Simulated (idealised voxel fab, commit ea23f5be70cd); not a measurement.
Title: Process Module voxel capacitor over wiring
cross-section cut | 255 nm wide | cells 5 nm
Heads up, the way a cross-section reads in here is a grid of square cells, handed over as bands from the top down, with every band being one or more rows of cells.
Band: top height; bottom height; in nm. Then, left to right: material with width in nm, for each material. "everywhere": a single material spanning edge to edge. "empty": empty space.
Measure heights from 0. That's the level where, below it, the as-received wafer is all one material. The lowest band is bottomless and extends downward; write it as in "0 nm and below".
Note: "30 to 40" means the width goes from the first number (top row of the band) to the second number (bottom row) in equal steps per row of cells.
You'll sometimes find "nothing got changed" written for a step, and that's the way of saying that nowhere in the cross-section did a cell change during that step.
"Closed internal voids": empty spaces of 8 cells or more with no open way to the top, each given as width x height at distance, distance from the left edge, all in nm.
Read whatever lies past the settings on a step's line as the simulator's own remark about the step.
When a step includes a mask, the "overlay nm" setting on its line states how far to the right of its planned place that mask lay, and negative values state how far to the left.

Below is the list of planned process steps:
step 1: RECEIVE [material Si]
step 2: CONFORMAL_DEP [material SiO2] [thk nm 10]
step 3: CONFORMAL_DEP [material SiCN] [thk nm 5]
step 4: DIRECTIONAL_DEP [material SiO2] [thk nm 20]
step 5: PATTERN [tone open] [mask id METAL_1] [material resist] [width nm 30] [pitch nm 95] [thk nm 20] [overlay nm 0]
step 6: DIRECTIONAL_ETCH [etch materials SiO2] [depth nm 20]
step 7: DIRECTIONAL_ETCH [etch materials SiCN] [depth nm 5]
step 8: STRIP [etch materials resist]
step 9: CONFORMAL_DEP [material TiN] [thk nm 5]
step 10: FILL_DEP [material Ru] [thk nm 5]
step 11: CMP [height nm 35]
step 12: CONFORMAL_DEP [material SiCN] [thk nm 5]
step 13: DIRECTIONAL_DEP [material SiO2] [thk nm 15]
step 14: PATTERN [tone open] [mask id PLUG_1] [material resist] [width nm 15] [thk nm 20] [overlay nm 0]
step 15: DIRECTIONAL_ETCH [etch materials SiO2] [depth nm 15]
step 16: DIRECTIONAL_ETCH [etch materials SiCN] [depth nm 5]
step 17: STRIP [etch materials resist]
step 18: EPI [material Ru] [thk nm 10]
step 19: EPI [material Ru] [thk nm 10]
step 20: DIRECTIONAL_DEP [material TiN] [thk nm 10]
step 21: DIRECTIONAL_DEP [material HfO2] [thk nm 5]
step 22: DIRECTIONAL_DEP [material TiN] [thk nm 10]
step 23: MASKED_ETCH [tone cover] [mask id UPPER_PLATE] [width nm 70] [etch materials TiN] [depth nm 10] [overlay nm 0]
step 24: MASKED_ETCH [tone cover] [mask id UPPER_PLATE] [width nm 70] [etch materials HfO2] [depth nm 5] [overlay nm 0]
step 25: DIRECTIONAL_DEP [material aC] [thk nm 15]
step 26: PATTERN [tone cover] [mask id LOWER_PLATE] [material resist] [width nm 80] [thk nm 35] [overlay nm 0]
step 27: DIRECTIONAL_ETCH [etch materials aC] [depth nm 15]
step 28: STRIP [etch materials resist]
step 29: DIRECTIONAL_ETCH [etch materials TiN] [depth nm 10]
step 30: STRIP [etch materials aC]
step 31: FILL_DEP [material SiO2] [thk nm 15]
step 32: CMP [height nm 90]
step 33: DIRECTIONAL_DEP [material aC] [thk nm 5]
step 34: PATTERN [tone open] [mask id PLUG_2] [material resist] [width nm 15] [thk nm 30] [overlay nm 0]
step 35: DIRECTIONAL_ETCH [etch materials aC] [depth nm 15]
step 36: STRIP [etch materials resist]
step 37: DIRECTIONAL_ETCH [etch materials SiO2] [depth nm 10]
step 38: STRIP [etch materials aC]
step 39: CONFORMAL_DEP [material TiN] [thk nm 5]
step 40: FILL_DEP [material W] [thk nm 10]
step 41: CMP [height nm 90]
step 42: CONFORMAL_DEP [material SiN] [thk nm 5]
varied across the wafers: thk nm of step 33. The plan shows the first wafer's value. All wafers start alike

Step 1 complete: as-received cross-section of the first of several wafers:
* 0 nm and below = Si everywhere
* Closed internal voids: none

Rows = wafers. At module end, each row lists per material the cells gained (+) or lost (-) since the wafer was received, then the closed voids:
thk nm 5; +14 HfO2; +44 Ru; +87 SiCN; +51 SiN; +679 SiO2; +93 TiN; +1 W; Closed internal voids: none
thk nm 10; +14 HfO2; +44 Ru; +87 SiCN; +51 SiN; +679 SiO2; +93 TiN; +1 W; Closed internal voids: none
thk nm 15; +14 HfO2; +44 Ru; +87 SiCN; +51 SiN; +679 SiO2; +93 TiN; +1 W; Closed internal voids: none
thk nm 20; +14 HfO2; +44 Ru; +87 SiCN; +51 SiN; +685 SiO2; +88 TiN; Closed internal voids: none
thk nm 25; +14 HfO2; +44 Ru; +87 SiCN; +51 SiN; +685 SiO2; +88 TiN; Closed internal voids: none
thk nm 30; +14 HfO2; +44 Ru; +87 SiCN; +51 SiN; +685 SiO2; +88 TiN; Closed internal voids: none
